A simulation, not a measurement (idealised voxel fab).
process module | voxel self aligned vias
cross-section cut | 285 nm wide | cells 5 nm
A cross-section is a grid of square cells, given in bands from the top down. A band is one or more rows of cells.
Each band's line starts with the height of the band's top and of its bottom, in nm. Then come its materials from left to right, each with its width in nm. One material with "throughout" fills the band from edge to edge. "air" is empty space.
Height 0 is the level under which the wafer as received is all one material. The lowest band goes on downwards, as in "0 down".
A width such as "30 to 40" changes by the same amount from each row of cells to the next, from the band's top row to its bottom row.
"no change" after a step means that no cell of the cross-section changed.
closed voids: empty space of 8 cells or more with no open way to the top, each as width x height at its distance from the left edge, in nm
after a step's settings: what the simulator itself notes on the step
overlay nm, on a step with a mask: how far to the right of its planned place the mask lay; to the left if negative
plan
1 op RECEIVE | material Si
2 op CONFORMAL_DEP | material SiO2 | thk nm 15
3 op CONFORMAL_DEP | material SiCN | thk nm 5
4 op DIRECTIONAL_DEP | material lowk | thk nm 25
5 op PATTERN | tone open | mask id LINES | material resist | width nm 30 | pitch nm 70 | thk nm 20 | overlay nm 0
6 op DIRECTIONAL_ETCH | etch materials lowk | depth nm 25
7 op STRIP | etch materials resist
8 op CONFORMAL_DEP | material TiN | thk nm 5
9 op FILL_DEP | material Ru | thk nm 10
10 op CMP | height nm 45
11 op SELECTIVE_ETCH | etch materials W Ru TiN | depth nm 5
12 op FILL_DEP | material SiN | thk nm 10
13 op CMP | height nm 45
14 op DIRECTIONAL_DEP | material lowk | thk nm 20
15 op PATTERN | tone open | mask id VIAS | material resist | width nm 40 | pitch nm 70 | thk nm 15 | overlay nm 0
16 op DIRECTIONAL_ETCH | etch materials lowk | depth nm 20
17 op DIRECTIONAL_ETCH | etch materials SiN | depth nm 5
18 op STRIP | etch materials resist
19 op CONFORMAL_DEP | material TiN | thk nm 5
20 op FILL_DEP | material Cu | thk nm 10
21 op CMP | height nm 65
22 op CONFORMAL_DEP | material SiN | thk nm 5
as received, after step 1
  0 down: Si throughout
  closed voids: none
a wafer at the end: this start, this plan, one mistake
  70 to 65: SiN throughout
  65 to 45: lowk 85 | TiN 5 | Cu 30 | TiN 5 | lowk 30 | TiN 5 | Cu 30 | TiN 5 | lowk 90
  45 to 40: SiN 85 | TiN 40 | SiN 30 | TiN 40 | SiN 90
  40 to 20: lowk 90 | TiN 5 | Ru 20 | TiN 5 | lowk 40 | TiN 5 | Ru 20 | TiN 5 | lowk 95
  20 to 15: lowk 90 | TiN 30 | lowk 40 | TiN 30 | lowk 95
  15 to 0: SiO2 throughout
  0 down: Si throughout
  closed voids: none
what went wrong: step 3 was left out
